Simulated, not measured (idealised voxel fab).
voxel lift off: a process module
Cross-section cut: width 210 nm, square cells of 5 nm.
Notation: cross-section as square-cell grid; stated in bands, top first, going down; one or more cell rows per band.
The band entry comprises the height of the band's top followed by the height of its bottom, expressed in nm, and subsequently the band's materials from left to right, each stated together with its width in nm. Where a single material is marked with the word "full width", that material fills the band from edge to edge. The word "blank" represents empty space.
Zero point of the height axis is 0; under it, received wafer = one material. Lowest band: continues down indefinitely, "0..down".
Graded width ("30..40"): value in top row of band = first number; value in bottom row = second number; row-to-row change constant.
No cell of the cross-section changed in a step that is given as "remained the same".
Under "Closed void inventory" you'll find the enclosed gaps, the ones with no way out to the top, that are 8 cells or bigger; each reads width x height at distance, with distance counted from the left edge, everything in nm.
Heads up: the bit after the settings on a step's line is the simulator's remark on that step.
overlay nm: on a step with a mask, how far right of its planned place the mask lay; negative means left.
Planned process steps
1) RECEIVE [material Si]
2) CONFORMAL_DEP [material SiO2] [thk nm 5]
3) PATTERN [tone open] [mask id LINES] [material resist] [width nm 20] [pitch nm 35] [thk nm 20] [overlay nm 0]
4) DIRECTIONAL_DEP [material Ru] [thk nm 5]
5) STRIP [etch materials resist]
6) CONFORMAL_DEP [material SiCN] [thk nm 10]
First of two wafers, with the run carried out as planned
Delivered wafer in cross-section: state after step 1
0..down: Si full width
Closed void inventory: none
Once step 2 is through, the wafer looks like this in cross-section
5..0: SiO2 full width
Under 0: no change, same as before.
Once step 3 is through, the wafer looks like this in cross-section
25..5: resist 60 nm  blank 20 nm  resist 15 nm  blank 20 nm  resist 15 nm  blank 20 nm  resist 60 nm
Under 5: no change, same as before.
Once step 4 is through, the wafer looks like this in cross-section
30..25: Ru 60 nm  blank 20 nm  Ru 15 nm  blank 20 nm  Ru 15 nm  blank 20 nm  Ru 60 nm
25..10: resist 60 nm  blank 20 nm  resist 15 nm  blank 20 nm  resist 15 nm  blank 20 nm  resist 60 nm
10..5: resist 60 nm  Ru 20 nm  resist 15 nm  Ru 20 nm  resist 15 nm  Ru 20 nm  resist 60 nm
Under 5: no change, same as before.
Once step 5 is through, the wafer looks like this in cross-section
10..5: blank 60 nm  Ru 20 nm  blank 15 nm  Ru 20 nm  blank 15 nm  Ru 20 nm  blank 60 nm
Under 5: no change, same as before.
Once step 6 is through, the wafer looks like this in cross-section
20..15: blank 50 nm  SiCN 110 nm  blank 50 nm
15..10: SiCN full width
10..5: SiCN 60 nm  Ru 20 nm  SiCN 15 nm  Ru 20 nm  SiCN 15 nm  Ru 20 nm  SiCN 60 nm
Under 5: no change, same as before.
What follows concerns the second wafer, which started out like the first and was meant to follow the very same plan; one mistake crept in when it was run, but everything up to and including step 5 is the same as for the first wafer
Second wafer: cross-section at the scheduled end of step 6: remained the same
Here's what went sideways: skipped: plan step 6 (never run)
Count the cells at the end and the second wafer has more or fewer of some materials than the first: SiCN -94
